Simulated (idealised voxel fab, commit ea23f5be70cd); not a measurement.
This section sets out a process module, namely voxel self aligned vias.
Section shown: cut. Width: 170 nm. Cell size: 5 nm, square.
A cross-section is written here as square cells arranged in a grid, and it is given in bands from the top down, each band taking up one or more rows of cells. Heights first: top, then bottom, in nm. Then materials, left to right, each with a width in nm. "all across" on a single material: fills the band edge to edge. "empty": empty space. Heights are measured from 0, the level below which the as-received wafer is all one material; the lowest band has no bottom and continues downward, written as in "z 0 and below". Width: "30..40" (first number = top row, second number = bottom row, same change from row to row of cells). You'll sometimes find "all unchanged" written for a step, and that's the way of saying that nowhere in the cross-section did a cell change during that step. This entry, "Cavities, sealed", enumerates those empty regions of no fewer than 8 cells that possess no open connection to the top. Each region is reported in the form width x height at distance, the distance being taken from the left edge, with all three quantities expressed in nm. Post-settings text on a step line: simulator's own remark regarding the step. For masked steps, "overlay nm" on the step line gives how far right of plan the mask actually lay; a minus sign means it lay to the left.
[Process steps foreseen in the plan]
1. RECEIVE with material Si
2. CONFORMAL_DEP with material SiO2, thk nm 10
3. CONFORMAL_DEP with material SiCN, thk nm 5
4. DIRECTIONAL_DEP with material lowk, thk nm 20
5. MASKED_ETCH with tone open, mask id LINES, width nm 20, pitch nm 70, etch materials lowk, depth nm 20, overlay nm 0
6. CONFORMAL_DEP with material TiN, thk nm 5
7. FILL_DEP with material Ru, thk nm 5
8. CMP with height nm 35
9. SELECTIVE_ETCH with etch materials W Ru TiN, depth nm 10
10. FILL_DEP with material SiN, thk nm 10
11. CMP with height nm 35
12. DIRECTIONAL_DEP with material lowk, thk nm 15
13. DIRECTIONAL_DEP with material aC, thk nm 10
14. PATTERN with tone open, mask id VIAS, material resist, width nm 30, pitch nm 70, thk nm 25, overlay nm 0
15. DIRECTIONAL_ETCH with etch materials aC, depth nm 10
16. STRIP with etch materials resist
17. DIRECTIONAL_ETCH with etch materials lowk, depth nm 15
18. DIRECTIONAL_ETCH with etch materials SiN, depth nm 10
19. STRIP with etch materials aC
20. CONFORMAL_DEP with material TiN, thk nm 5
21. FILL_DEP with material W, thk nm 10
22. CMP with height nm 50
23. CONFORMAL_DEP with material SiCN, thk nm 5
Quick note for whoever runs this: the wafers start identical, but the width nm at step 14 isn't the same across them. The plan just shows what the first wafer had.
[First wafer of several, as received: cross-section after step 1]
  z 0 and below = Si all across
  Cavities, sealed: none
[Wafer cross-section (first of several) - module end, post step 23 (last step)]
  z 55 to 50 = SiCN all across
  z 50 to 40 = lowk 35  TiN 5  W 20  TiN 5  lowk 40  TiN 5  W 20  TiN 5  lowk 35
  z 40 to 30 = lowk 35..40  TiN 10..5  W 10  TiN 10..5  lowk 40..50  TiN 10..5  W 10  TiN 10..5  lowk 35..40
  z 30 to 25 = lowk 40  TiN 20  lowk 50  TiN 20  lowk 40
  z 25 to 20 = lowk 40  TiN 5  Ru 10  TiN 5  lowk 50  TiN 5  Ru 10  TiN 5  lowk 40
  z 20 to 15 = lowk 40  TiN 20  lowk 50  TiN 20  lowk 40
  z 15 to 10 = SiCN all across
  z 10 to 0 = SiO2 all across
  z 0 and below = Si all across
  Cavities, sealed: none
[Last wafer of the set, cross-sectioned at end of module]
  z 55 to 50 = SiCN all across
  z 50 to 40 = lowk 25  TiN 5  W 45  TiN 5  lowk 15  TiN 5  W 45  TiN 5  lowk 20
  z 40 to 30 = lowk 25..40  TiN 20..5  W 10  TiN 25..5  lowk 15..50  TiN 20..5  W 10  TiN 25..5  lowk 20..40
  z 30 to 25 = lowk 40  TiN 20  lowk 50  TiN 20  lowk 40
  z 25 to 20 = lowk 40  TiN 5  Ru 10  TiN 5  lowk 50  TiN 5  Ru 10  TiN 5  lowk 40
  z 20 to 15 = lowk 40  TiN 20  lowk 50  TiN 20  lowk 40
  z 15 to 10 = SiCN all across
  z 10 to 0 = SiO2 all across
  z 0 and below = Si all across
  Cavities, sealed: none
[Wafer rows, end of module: cells per material gained (+) or lost (-) since receipt; closed voids last]
width nm 30; +4 Ru; +68 SiCN; +68 SiO2; +40 TiN; +24 W; +170 lowk; Cavities, sealed: none
width nm 35; +4 Ru; +68 SiCN; +68 SiO2; +42 TiN; +28 W; +164 lowk; Cavities, sealed: none
width nm 40; +4 Ru; +68 SiCN; +68 SiO2; +44 TiN; +32 W; +158 lowk; Cavities, sealed: none
width nm 45; +4 Ru; +68 SiCN; +68 SiO2; +46 TiN; +36 W; +152 lowk; Cavities, sealed: none
width nm 50; +4 Ru; +68 SiCN; +68 SiO2; +48 TiN; +40 W; +146 lowk; Cavities, sealed: none
width nm 55; +4 Ru; +68 SiCN; +68 SiO2; +50 TiN; +44 W; +140 lowk; Cavities, sealed: none
